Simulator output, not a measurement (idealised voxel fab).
Herein follows the process module entitled voxel self aligned vias.
Cross-sectional view cut (width: 175 nm; square cell size: 5 nm).
Cross-section = grid of square cells, listed top down in bands; band = one or more rows.
Basically the band line says how high the top is and how high the bottom is, in nm, and then what's in it from left to right, every material with its width in nm. Empty space shows up as "blank", and if a single material carries "everywhere" it runs the full band edge to edge.
Heights are expressed relative to 0, this being the level below which the as-received wafer comprises one material exclusively. The lowest band is unbounded in the downward direction and is denoted as in "0 -> down".
A two-number width, for instance "30->40", indicates that the width is equal to the first number in the top row of the band and to the second number in the bottom row, and that it changes by a constant amount per row of cells.
For the purposes of this document, the phrase "stayed the same" attached to a step denotes that no cell within the cross-section was modified by that step.
Closed-off voids of 8+ cells (no open route to the top) go in "Closed cavity list", written width x height at distance from the left edge, in nm.
Whatever follows a step's settings on its line is a remark the simulator itself makes about that step.
overlay nm: for a step with a mask, the amount by which the mask lay right of where it was planned; a negative amount means left of it.

Plan:
1) RECEIVE [material Si]
2) CONFORMAL_DEP [material SiO2] [thk nm 15]
3) CONFORMAL_DEP [material SiCN] [thk nm 5]
4) DIRECTIONAL_DEP [material lowk] [thk nm 30]
5) DIRECTIONAL_DEP [material aC] [thk nm 15]
6) PATTERN [tone open] [mask id LINES] [material resist] [width nm 25] [pitch nm 65] [thk nm 35] [overlay nm 0]
7) DIRECTIONAL_ETCH [etch materials aC] [depth nm 15]
8) STRIP [etch materials resist]
9) DIRECTIONAL_ETCH [etch materials lowk] [depth nm 30]
10) STRIP [etch materials aC]
11) CONFORMAL_DEP [material TiN] [thk nm 5]
12) FILL_DEP [material W] [thk nm 5]
13) CMP [height nm 50]
14) SELECTIVE_ETCH [etch materials W Ru TiN] [depth nm 10]
15) FILL_DEP [material SiN] [thk nm 10]
16) CMP [height nm 50]
17) DIRECTIONAL_DEP [material lowk] [thk nm 20]
18) DIRECTIONAL_DEP [material aC] [thk nm 10]
19) PATTERN [tone open] [mask id VIAS] [material resist] [width nm 35] [thk nm 30] [overlay nm 0]
20) DIRECTIONAL_ETCH [etch materials aC] [depth nm 10]
21) STRIP [etch materials resist]
22) DIRECTIONAL_ETCH [etch materials lowk] [depth nm 20]
23) DIRECTIONAL_ETCH [etch materials SiN] [depth nm 10]
24) STRIP [etch materials aC]
25) CONFORMAL_DEP [material TiN] [thk nm 5]
26) FILL_DEP [material W] [thk nm 10]
27) CMP [height nm 70]
28) CONFORMAL_DEP [material SiN] [thk nm 5]

Incoming wafer in cross-section (state: after step 1):
0 -> down | Si everywhere
Closed cavity list: none

Cross-sectional view of the first of the two wafers upon completion of the module, processed in accordance with the plan:
75 -> 70 | SiN everywhere
70 -> 55 | lowk (35)  TiN (5)  W (25)  TiN (5)  lowk (105)
55 -> 50 | lowk (35)  TiN (10)  W (15)  TiN (10)  lowk (105)
50 -> 45 | lowk (40)  TiN (5)  W (15)  TiN (5)  lowk (40)  SiN (25)  lowk (45)
45 -> 40 | lowk (40)  TiN (25)  lowk (40)  SiN (25)  lowk (45)
40 -> 25 | lowk (40)  TiN (5)  W (15)  TiN (5)  lowk (40)  TiN (5)  W (15)  TiN (5)  lowk (45)
25 -> 20 | lowk (40)  TiN (25)  lowk (40)  TiN (25)  lowk (45)
20 -> 15 | SiCN everywhere
15 -> 0 | SiO2 everywhere
0 -> down | Si everywhere
Closed cavity list: none

Wafer two, end of module, cross-section. Same start, same plan as wafer one. One mistake in the run:
75 -> 70 | SiN everywhere
70 -> 50 | lowk (35)  TiN (5)  W (25)  TiN (5)  lowk (105)
50 -> 45 | lowk (35)  TiN (5)  W (25)  TiN (5)  lowk (35)  SiN (25)  lowk (45)
45 -> 40 | lowk (35)  TiN (35)  lowk (35)  SiN (25)  lowk (45)
40 -> 30 | lowk (35)  TiN (10)  W (15)  TiN (10)  lowk (35)  TiN (5)  W (15)  TiN (5)  lowk (45)
30 -> 25 | lowk (40)  TiN (5)  W (15)  TiN (5)  lowk (40)  TiN (5)  W (15)  TiN (5)  lowk (45)
25 -> 20 | lowk (40)  TiN (25)  lowk (40)  TiN (25)  lowk (45)
20 -> 15 | SiCN everywhere
15 -> 0 | SiO2 everywhere
0 -> down | Si everywhere
Closed cavity list: none
Here's what went sideways: step 22 was run twice
at the end the second wafer has, in cells: TiN: 4 more; W: 4 more; lowk: 8 fewer
